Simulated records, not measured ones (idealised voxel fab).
Process module name: voxel tone inversion
We display cut, a cross-section 240 nm in width whose square cells are each 5 nm.
Cross-sections here: square-cell grids, written as top-down lists of bands, a band being one or more rows of cells. Band: top height; bottom height; in nm. Then, left to right: material with width in nm, for each material. "full width": a single material spanning edge to edge. "empty": empty space. Basically, 0 is our baseline, since under it the wafer straight out of the box is all one material. The bottom band has no lower end and keeps on going down, so it looks like "z 0 and below". With a width like "30 to 40", each row of cells in the band differs from the next by the same amount, the top row carrying the first number and the bottom row the second. Where a step carries "nothing got changed", the cross-section came out of it unchanged, cell for cell. You'll see "Completely sealed voids" listing empty spaces that have no way open to the top, as long as they're 8 cells or more; the notation is width x height at distance, where the distance is from the left edge, and all of it is in nm. Anything after a step's settings on that line? It's the simulator's own note about the step. Regarding "overlay nm": on a step with a mask, it is the distance the mask lay to the right of its planned place; a negative value places it to the left.

Process steps - plan
step 1: RECEIVE: material Si
step 2: CONFORMAL_DEP: material SiCN, thk nm 10
step 3: DIRECTIONAL_DEP: material aC, thk nm 20
step 4: PATTERN: tone cover, mask id POSTS, material resist, width nm 20, pitch nm 45, thk nm 25, overlay nm 0
step 5: DIRECTIONAL_ETCH: etch materials aC, depth nm 20
step 6: STRIP: etch materials resist
step 7: FILL_DEP: material SiO2, thk nm 10
step 8: CMP: height nm 30
step 9: STRIP: etch materials aC
step 10: CONFORMAL_DEP: material TiN, thk nm 5
step 11: FILL_DEP: material Cu, thk nm 10
step 12: CMP: height nm 30
step 13: CONFORMAL_DEP: material SiCN, thk nm 5

First wafer, as planned

Incoming wafer, cross-sectional view, post step 1
	z 0 and below  Si full width
	Completely sealed voids: none

Presented here is a cross-section of the wafer after step 2 has been performed
	z 10 to 0  SiCN full width
	Rest of section, below 0: as before.

Presented here is a cross-section of the wafer after step 3 has been performed
	z 30 to 10  aC full width
	Rest of section, below 10: as before.

Presented here is a cross-section of the wafer after step 4 has been performed
	z 55 to 30  empty 85 | resist 20 | empty 25 | resist 20 | empty 90
	Rest of section, below 30: as before.

Presented here is a cross-section of the wafer after step 5 has been performed
	z 35 to 30  empty 85 | resist 20 | empty 25 | resist 20 | empty 90
	z 30 to 10  empty 85 | aC 20 | empty 25 | aC 20 | empty 90
	Rest of section, below 10: as before.

Presented here is a cross-section of the wafer after step 6 has been performed
	z 30 to 10  empty 85 | aC 20 | empty 25 | aC 20 | empty 90
	Rest of section, below 10: as before.

Presented here is a cross-section of the wafer after step 7 has been performed
	z 40 to 30  SiO2 full width
	z 30 to 10  SiO2 85 | aC 20 | SiO2 25 | aC 20 | SiO2 90
	Rest of section, below 10: as before.

Presented here is a cross-section of the wafer after step 8 has been performed
	z 30 to 10  SiO2 85 | aC 20 | SiO2 25 | aC 20 | SiO2 90
	Rest of section, below 10: as before.

Presented here is a cross-section of the wafer after step 9 has been performed
	z 30 to 10  SiO2 85 | empty 20 | SiO2 25 | empty 20 | SiO2 90
	Rest of section, below 10: as before.

Presented here is a cross-section of the wafer after step 10 has been performed
	z 35 to 30  TiN 90 | empty 10 | TiN 35 | empty 10 | TiN 95
	z 30 to 15  SiO2 85 | TiN 5 | empty 10 | TiN 5 | SiO2 25 | TiN 5 | empty 10 | TiN 5 | SiO2 90
	z 15 to 10  SiO2 85 | TiN 20 | SiO2 25 | TiN 20 | SiO2 90
	Rest of section, below 10: as before.

Presented here is a cross-section of the wafer after step 11 has been performed
	z 45 to 35  Cu full width
	z 35 to 30  TiN 90 | Cu 10 | TiN 35 | Cu 10 | TiN 95
	z 30 to 15  SiO2 85 | TiN 5 | Cu 10 | TiN 5 | SiO2 25 | TiN 5 | Cu 10 | TiN 5 | SiO2 90
	Rest of section, below 15: as before.

Presented here is a cross-section of the wafer after step 12 has been performed
	z 30 to 15  SiO2 85 | TiN 5 | Cu 10 | TiN 5 | SiO2 25 | TiN 5 | Cu 10 | TiN 5 | SiO2 90
	Rest of section, below 15: as before.

Presented here is a cross-section of the wafer after step 13 has been performed
	z 35 to 30  SiCN full width
	Rest of section, below 30: as before.

The second wafer was prepared from the same starting point and under the same plan as the first; its processing contained one mistake, and it remains indistinguishable from the first wafer up to and including step 7

Planned end of step 8: second wafer, cross-section
	z 25 to 10  SiO2 85 | aC 20 | SiO2 25 | aC 20 | SiO2 90
	Rest of section, below 10: as before.

Planned end of step 9: second wafer, cross-section
	z 25 to 10  SiO2 85 | empty 20 | SiO2 25 | empty 20 | SiO2 90
	Rest of section, below 10: as before.

Planned end of step 10: second wafer, cross-section
	z 30 to 25  TiN 90 | empty 10 | TiN 35 | empty 10 | TiN 95
	z 25 to 15  SiO2 85 | TiN 5 | empty 10 | TiN 5 | SiO2 25 | TiN 5 | empty 10 | TiN 5 | SiO2 90
	z 15 to 10  SiO2 85 | TiN 20 | SiO2 25 | TiN 20 | SiO2 90
	Rest of section, below 10: as before.

Planned end of step 11: second wafer, cross-section
	z 40 to 30  Cu full width
	z 30 to 25  TiN 90 | Cu 10 | TiN 35 | Cu 10 | TiN 95
	z 25 to 15  SiO2 85 | TiN 5 | Cu 10 | TiN 5 | SiO2 25 | TiN 5 | Cu 10 | TiN 5 | SiO2 90
	Rest of section, below 15: as before.

Planned end of step 12: second wafer, cross-section
	z 30 to 25  TiN 90 | Cu 10 | TiN 35 | Cu 10 | TiN 95
	Rest of section, below 25: as before.

Planned end of step 13: second wafer, cross-section
	z 35 to 30  SiCN full width
	Rest of section, below 30: as before.
What was done differently from what was planned? not per plan at step 8, really ran CMP: height nm 25
Looking at both finished wafers in cells, the second ends up ahead of or behind the first on some materials: -40 SiO2 | +40 TiN
